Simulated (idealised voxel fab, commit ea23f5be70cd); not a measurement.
The following is a process module called voxel fin reveal.
Section shown: cut. Width: 155 nm. Cell size: 5 nm, square.
We lay out every cross-section as a grid of square cells and spell it out in bands from the top down, where one band means one or more rows of cells. Each band's line starts with the height of the band's top and of its bottom, in nm. Then come its materials from left to right, each with its width in nm. One material with "edge to edge" fills the band from edge to edge. "air" is empty space. Height reference: 0 = level under which incoming wafer is all one material. Lowest band: no bottom, runs on downward, e.g. "0 -> down". When a width is written as two numbers, as in "30 to 40", the first number is the width in the top row of cells of the band and the second is the width in its bottom row, and the width changes by the same amount from each row to the next. Key: "no alterations made" - step with no changed cell in the cross-section. "Sealed void listing" specifies each empty space that is not open to the top and that occupies no fewer than 8 cells, using the form width x height at distance, the distance measured from the left edge and all three quantities in nm. It should be noted that, on the line of a given step, the content following the step's settings is a remark produced by the simulator itself with respect to that step. overlay nm: how far to the right of its planned place the mask lay on this masked step (negative: to the left).

## Process steps foreseen in the plan
1: RECEIVE (material Si)
2: CONFORMAL_DEP (material SiN; thk nm 5)
3: DIRECTIONAL_DEP (material aC; thk nm 10)
4: PATTERN (tone cover; mask id FINS; material resist; width nm 15; pitch nm 35; thk nm 30; overlay nm 0)
5: DIRECTIONAL_ETCH (etch materials aC; depth nm 10)
6: STRIP (etch materials resist)
7: DIRECTIONAL_ETCH (etch materials SiN; depth nm 5)
8: DIRECTIONAL_ETCH (etch materials Si; depth nm 30)
9: STRIP (etch materials aC)
10: FILL_DEP (material SiO2; thk nm 10)
11: CMP (height nm 5)
12: SELECTIVE_ETCH (etch materials SiO2; depth nm 15)
13: STRIP (etch materials SiN)

## So, the first of our two wafers, run just as we planned it

## Cross-section of the incoming wafer, state after step 1
0 -> down  Si edge to edge
Sealed void listing: none

## Presented here is a cross-section of the wafer after step 2 has been performed
5 -> 0  SiN edge to edge
Beneath the level 0, the cross-section is identical to its previous state.

## Presented here is a cross-section of the wafer after step 3 has been performed
15 -> 5  aC edge to edge
Beneath the level 5, the cross-section is identical to its previous state.

## Presented here is a cross-section of the wafer after step 4 has been performed
45 -> 15  15 air  15 resist  20 air  15 resist  20 air  15 resist  20 air  15 resist  20 air
Beneath the level 15, the cross-section is identical to its previous state.

## Presented here is a cross-section of the wafer after step 5 has been performed
35 -> 15  15 air  15 resist  20 air  15 resist  20 air  15 resist  20 air  15 resist  20 air
15 -> 5  15 air  15 aC  20 air  15 aC  20 air  15 aC  20 air  15 aC  20 air
Beneath the level 5, the cross-section is identical to its previous state.

## Presented here is a cross-section of the wafer after step 6 has been performed
15 -> 5  15 air  15 aC  20 air  15 aC  20 air  15 aC  20 air  15 aC  20 air
Beneath the level 5, the cross-section is identical to its previous state.

## Presented here is a cross-section of the wafer after step 7 has been performed
15 -> 5  15 air  15 aC  20 air  15 aC  20 air  15 aC  20 air  15 aC  20 air
5 -> 0  15 air  15 SiN  20 air  15 SiN  20 air  15 SiN  20 air  15 SiN  20 air
Beneath the level 0, the cross-section is identical to its previous state.

## Presented here is a cross-section of the wafer after step 8 has been performed
15 -> 5  15 air  15 aC  20 air  15 aC  20 air  15 aC  20 air  15 aC  20 air
5 -> 0  15 air  15 SiN  20 air  15 SiN  20 air  15 SiN  20 air  15 SiN  20 air
0 -> -30  15 air  15 Si  20 air  15 Si  20 air  15 Si  20 air  15 Si  20 air
Beneath the level -30, the cross-section is identical to its previous state.

## Presented here is a cross-section of the wafer after step 9 has been performed
5 -> 0  15 air  15 SiN  20 air  15 SiN  20 air  15 SiN  20 air  15 SiN  20 air
Beneath the level 0, the cross-section is identical to its previous state.

## Presented here is a cross-section of the wafer after step 10 has been performed
15 -> 5  SiO2 edge to edge
5 -> 0  15 SiO2  15 SiN  20 SiO2  15 SiN  20 SiO2  15 SiN  20 SiO2  15 SiN  20 SiO2
0 -> -30  15 SiO2  15 Si  20 SiO2  15 Si  20 SiO2  15 Si  20 SiO2  15 Si  20 SiO2
Beneath the level -30, the cross-section is identical to its previous state.

## Presented here is a cross-section of the wafer after step 11 has been performed
5 -> 0  15 SiO2  15 SiN  20 SiO2  15 SiN  20 SiO2  15 SiN  20 SiO2  15 SiN  20 SiO2
Beneath the level 0, the cross-section is identical to its previous state.

## Presented here is a cross-section of the wafer after step 12 has been performed
5 -> 0  15 air  15 SiN  20 air  15 SiN  20 air  15 SiN  20 air  15 SiN  20 air
0 -> -10  15 air  15 Si  20 air  15 Si  20 air  15 Si  20 air  15 Si  20 air
Beneath the level -10, the cross-section is identical to its previous state.

## Presented here is a cross-section of the wafer after step 13 has been performed
0 -> -10  15 air  15 Si  20 air  15 Si  20 air  15 Si  20 air  15 Si  20 air
Beneath the level -10, the cross-section is identical to its previous state.

## Second wafer - shared start and plan with the first - one error in running - same as the first up to step 11 inclusive

## Second wafer at the planned finish of step 12, seen in cross-section
5 -> 0  15 SiO2  15 air  20 SiO2  15 air  20 SiO2  15 air  20 SiO2  15 air  20 SiO2
Beneath the level 0, the cross-section is identical to its previous state.

## Second wafer at the planned finish of step 13, seen in cross-section
0 -> -10  15 air  15 Si  20 air  15 Si  20 air  15 Si  20 air  15 Si  20 air
-10 -> -15  15 air  15 Si  20 air  15 Si  20 air  15 Si  20 air  15 Si  15 air  5 SiO2
Beneath the level -15, the cross-section is identical to its previous state.
Short version of what went wrong: mixed up steps 12 and 13 - ran each in the other's place
At the finish, the second wafer shows more or fewer cells for some materials than the first does: 18 fewer of SiO2
